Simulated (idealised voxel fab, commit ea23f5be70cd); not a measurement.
process module | voxel capacitor over wiring
cross-section cut | 200 nm wide | cells 5 nm
A cross-section is a grid of square cells, given in bands from the top down. A band is one or more rows of cells.
Each band's line starts with the height of the band's top and of its bottom, in nm. Then come its materials from left to right, each with its width in nm. One material with "throughout" fills the band from edge to edge. "air" is empty space.
Height 0 is the level under which the wafer as received is all one material. The lowest band goes on downwards, as in "0 down".
A width such as "30 to 40" changes by the same amount from each row of cells to the next, from the band's top row to its bottom row.
"no change" after a step means that no cell of the cross-section changed.
closed voids: empty space of 8 cells or more with no open way to the top, each as width x height at its distance from the left edge, in nm
after a step's settings: what the simulator itself notes on the step
overlay nm, on a step with a mask: how far to the right of its planned place the mask lay; to the left if negative
plan
1 op RECEIVE | material Si
2 op CONFORMAL_DEP | material SiO2 | thk nm 15
3 op CONFORMAL_DEP | material SiCN | thk nm 5
4 op DIRECTIONAL_DEP | material lowk | thk nm 20
5 op PATTERN | tone open | mask id METAL_1 | material resist | width nm 20 | pitch nm 70 | thk nm 20 | overlay nm 0
6 op DIRECTIONAL_ETCH | etch materials lowk | depth nm 20
7 op DIRECTIONAL_ETCH | etch materials SiCN | depth nm 5
8 op STRIP | etch materials resist
9 op CONFORMAL_DEP | material TiN | thk nm 5
10 op FILL_DEP | material Cu | thk nm 10
11 op CMP | height nm 40
12 op CONFORMAL_DEP | material SiCN | thk nm 5
13 op DIRECTIONAL_DEP | material lowk | thk nm 10
14 op PATTERN | tone open | mask id PLUG_1 | material resist | width nm 15 | thk nm 15 | overlay nm 0
15 op DIRECTIONAL_ETCH | etch materials lowk | depth nm 10
16 op DIRECTIONAL_ETCH | etch materials SiCN | depth nm 5
17 op STRIP | etch materials resist
18 op EPI | material Ru | thk nm 10
19 op EPI | material Ru | thk nm 5
20 op DIRECTIONAL_DEP | material TiN | thk nm 5
21 op DIRECTIONAL_DEP | material SiN | thk nm 5
22 op DIRECTIONAL_DEP | material TiN | thk nm 5
23 op DIRECTIONAL_DEP | material aC | thk nm 10
24 op PATTERN | tone cover | mask id UPPER_PLATE | material resist | width nm 55 | thk nm 30 | overlay nm 0
25 op DIRECTIONAL_ETCH | etch materials aC | depth nm 10
26 op STRIP | etch materials resist
27 op DIRECTIONAL_ETCH | etch materials TiN | depth nm 5
28 op DIRECTIONAL_ETCH | etch materials SiN | depth nm 5
29 op STRIP | etch materials aC
30 op MASKED_ETCH | tone cover | mask id LOWER_PLATE | width nm 65 | etch materials TiN | depth nm 5 | overlay nm 0
31 op FILL_DEP | material SiO2 | thk nm 15
32 op CMP | height nm 80
33 op PATTERN | tone open | mask id PLUG_2 | material resist | width nm 15 | thk nm 20 | overlay nm 0
34 op DIRECTIONAL_ETCH | etch materials SiO2 | depth nm 10
35 op STRIP | etch materials resist
36 op CONFORMAL_DEP | material TiN | thk nm 5
37 op FILL_DEP | material Cu | thk nm 10
38 op CMP | height nm 80
39 op CONFORMAL_DEP | material SiN | thk nm 5
as received, after step 1
  0 down: Si throughout
  closed voids: none
a wafer at the end: this start, this plan, one mistake
  85 to 80: SiN throughout
  80 to 75: SiO2 70 | TiN 5 | Cu 5 | TiN 5 | SiO2 115
  75 to 65: SiO2 70 to 60 | TiN 15 to 55 | SiO2 115 to 85
  65 to 60: SiO2 60 | SiN 55 | SiO2 85
  60 to 55: SiO2 55 | TiN 65 | SiO2 80
  55 to 45: lowk 50 | Ru 15 | lowk 135
  45 to 40: SiCN 50 | Ru 15 | SiCN 135
  40 to 20: lowk 55 | TiN 5 | Cu 10 | TiN 5 | lowk 50 | TiN 5 | Cu 10 | TiN 5 | lowk 55
  20 to 15: SiCN 55 | TiN 20 | SiCN 50 | TiN 20 | SiCN 55
  15 to 0: SiO2 throughout
  0 down: Si throughout
  closed voids: none
what went wrong: step 14 ran as: op PATTERN | tone open | mask id PLUG_1 | material resist | width nm 15 | thk nm 15 | overlay nm -10
